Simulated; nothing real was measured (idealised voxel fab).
voxel ribs on slabs: a process module
Shown is cross-section cut, with a width of 240 nm and square cells of size 5 nm.
Cross-section, as written here: a square-cell grid given band by band from the top down, where a band holds one or more rows of cells. The entry gives the band's vertical extent as a top height and a bottom height in nm, then its horizontal make-up as materials from left to right, each with a width in nm. "empty" stands for empty space; a single material marked "edge to edge" fills the band edge to edge. We count height from 0. Below that, the starting wafer is all one material. The lowest band never ends at the bottom but goes on down; see "top 0, no bottom" for how that is written. With a width like "30 to 40", each row of cells in the band differs from the next by the same amount, the top row carrying the first number and the bottom row the second. "no modifications", as given for a step, is the statement that not any cell of the cross-section underwent a change during that step. The entry titled "Trapped void list" provides the empty spaces that have no open way to the top, restricted to those of 8 cells or more. Each is presented as width x height at distance, the distance being measured from the left edge, with all three in nm. Text after the settings on a step's line: the simulator's own remark on that step. When a step includes a mask, the "overlay nm" setting on its line states how far to the right of its planned place that mask lay, and negative values state how far to the left.
# So here's the lineup of process steps we planned
| 1 | RECEIVE: material Si |
| 2 | DIRECTIONAL_DEP: material SiO2, thk nm 30 |
| 3 | DIRECTIONAL_DEP: material SiN, thk nm 20 |
| 4 | MASKED_ETCH: tone cover, mask id RIB, width nm 30, etch materials SiN, depth nm 10, overlay nm 0 |
| 5 | PATTERN: tone cover, mask id SLAB, material resist, width nm 70, thk nm 15, overlay nm 0 |
| 6 | DIRECTIONAL_ETCH: etch materials SiN, depth nm 5 |
| 7 | STRIP: etch materials resist |
| 8 | FILL_DEP: material SiO2, thk nm 25 |
| 9 | CMP: height nm 65 |
| 10 | DIRECTIONAL_DEP: material TiN, thk nm 5 |
| 11 | MASKED_ETCH: tone cover, mask id HEATER, width nm 40, etch materials TiN, depth nm 5, overlay nm 0 |
| 12 | CONFORMAL_DEP: material SiN, thk nm 10 |
Every wafer here starts from the same state; it is the step 6 depth nm that distinguishes them, and the value the plan gives belongs to the first wafer.
# Received wafers, first of several: cross-section after step 1
- top 0, no bottom | Si edge to edge
- Trapped void list: none
# Cross-section of the first of several wafers once the module has run through its last step, step 12
- top 80, bottom 75 | empty 90 nm; SiN 60 nm; empty 90 nm
- top 75, bottom 70 | SiN edge to edge
- top 70, bottom 65 | SiN 100 nm; TiN 40 nm; SiN 100 nm
- top 65, bottom 50 | SiO2 edge to edge
- top 50, bottom 40 | SiO2 105 nm; SiN 30 nm; SiO2 105 nm
- top 40, bottom 35 | SiO2 85 nm; SiN 70 nm; SiO2 85 nm
- top 35, bottom 30 | SiN edge to edge
- top 30, bottom 0 | SiO2 edge to edge
- top 0, no bottom | Si edge to edge
- Trapped void list: none
# Final wafer cross-section at module end
- top 80, bottom 75 | empty 90 nm; SiN 60 nm; empty 90 nm
- top 75, bottom 70 | SiN edge to edge
- top 70, bottom 65 | SiN 100 nm; TiN 40 nm; SiN 100 nm
- top 65, bottom 50 | SiO2 edge to edge
- top 50, bottom 40 | SiO2 105 nm; SiN 30 nm; SiO2 105 nm
- top 40, bottom 30 | SiO2 85 nm; SiN 70 nm; SiO2 85 nm
- top 30, bottom 0 | SiO2 edge to edge
- top 0, no bottom | Si edge to edge
- Trapped void list: none
# For your reference, the table is organized with a row per wafer; each row reflects the wafer at the end of the module, indicating for each material the cells gained (+) or lost (-) since receipt, and thereafter its closed voids
depth nm 5, +174 SiN, +550 SiO2, +8 TiN, Trapped void list: none
depth nm 10, +140 SiN, +584 SiO2, +8 TiN, Trapped void list: none
depth nm 15, +140 SiN, +584 SiO2, +8 TiN, Trapped void list: none
depth nm 20, +140 SiN, +584 SiO2, +8 TiN, Trapped void list: none
depth nm 25, +140 SiN, +584 SiO2, +8 TiN, Trapped void list: none
